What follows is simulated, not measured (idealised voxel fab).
Process module under the name voxel local oxidation
The cross-section shown here is cut; it is 175 nm wide and divided into square cells measuring 5 nm on a side.
Cross-section spec: square-cell grid; bands listed top down; each band is one or more rows.
A band entry consists of two parts. The first gives the height of the band's top and the height of its bottom, in nm. The rest lists the band's materials from left to right, each with its width in nm. A single material labelled with the word "all across" fills the band from edge to edge, and the word "blank" marks empty space.
Note: height 0 marks the level under which the wafer is uniformly one material as received. Lowest band unbounded below, written "0 -> down".
It should be noted that a width expressed as "30..40" varies in equal increments from row to row of cells within the band, taking the value of the first number at the top row and that of the second number at the bottom row.
The designation "changes: none", where it is given for a processing step, indicates that no cell of the cross-section was altered in the course of that step.
This entry, "Closed voids list", enumerates those empty regions of no fewer than 8 cells that possess no open connection to the top. Each region is reported in the form width x height at distance, the distance being taken from the left edge, with all three quantities expressed in nm.
Heads up: the bit after the settings on a step's line is the simulator's remark on that step.
A step's line can hold "overlay nm"; with a mask on that step, the setting says how far right of the planned place the mask lay, while a negative setting says it lay to the left.
Below is the list of planned process steps
- 1: op RECEIVE | material Si
- 2: op CONFORMAL_DEP | material SiO2 | thk nm 5
- 3: op CONFORMAL_DEP | material SiN | thk nm 15
- 4: op MASKED_ETCH | tone cover | mask id ACTIVE | width nm 90 | etch materials SiN | depth nm 15 | overlay nm -15
- 5: op SELECTIVE_ETCH | etch materials SiO2 | depth nm 5
- 6: op OXIDIZE | depth nm 15
- 7: op STRIP | etch materials SiN
Where the wafers of this document differ is in the overlay nm of step 4; they start out the same, and the plan states the value that applied to the first wafer.
So this is the first of several wafers, cross-sectioned as it came to us, meaning it's at the end of step 1
0 -> down: Si all across
Closed voids list: none
Note: the following table is arranged by wafer, a row apiece. Each row reports the end-of-module state: per material, cells gained (+) or cells lost (-) compared with the wafer as received; closed voids follow
overlay nm -15, -75 Si, +91 SiO2, Closed voids list: none
overlay nm -10, -75 Si, +91 SiO2, Closed voids list: none
overlay nm -5, -75 Si, +91 SiO2, Closed voids list: none
overlay nm 0, -75 Si, +91 SiO2, Closed voids list: none
overlay nm 5, -75 Si, +91 SiO2, Closed voids list: none
overlay nm 10, -75 Si, +91 SiO2, Closed voids list: none
overlay nm 15, -75 Si, +91 SiO2, Closed voids list: none
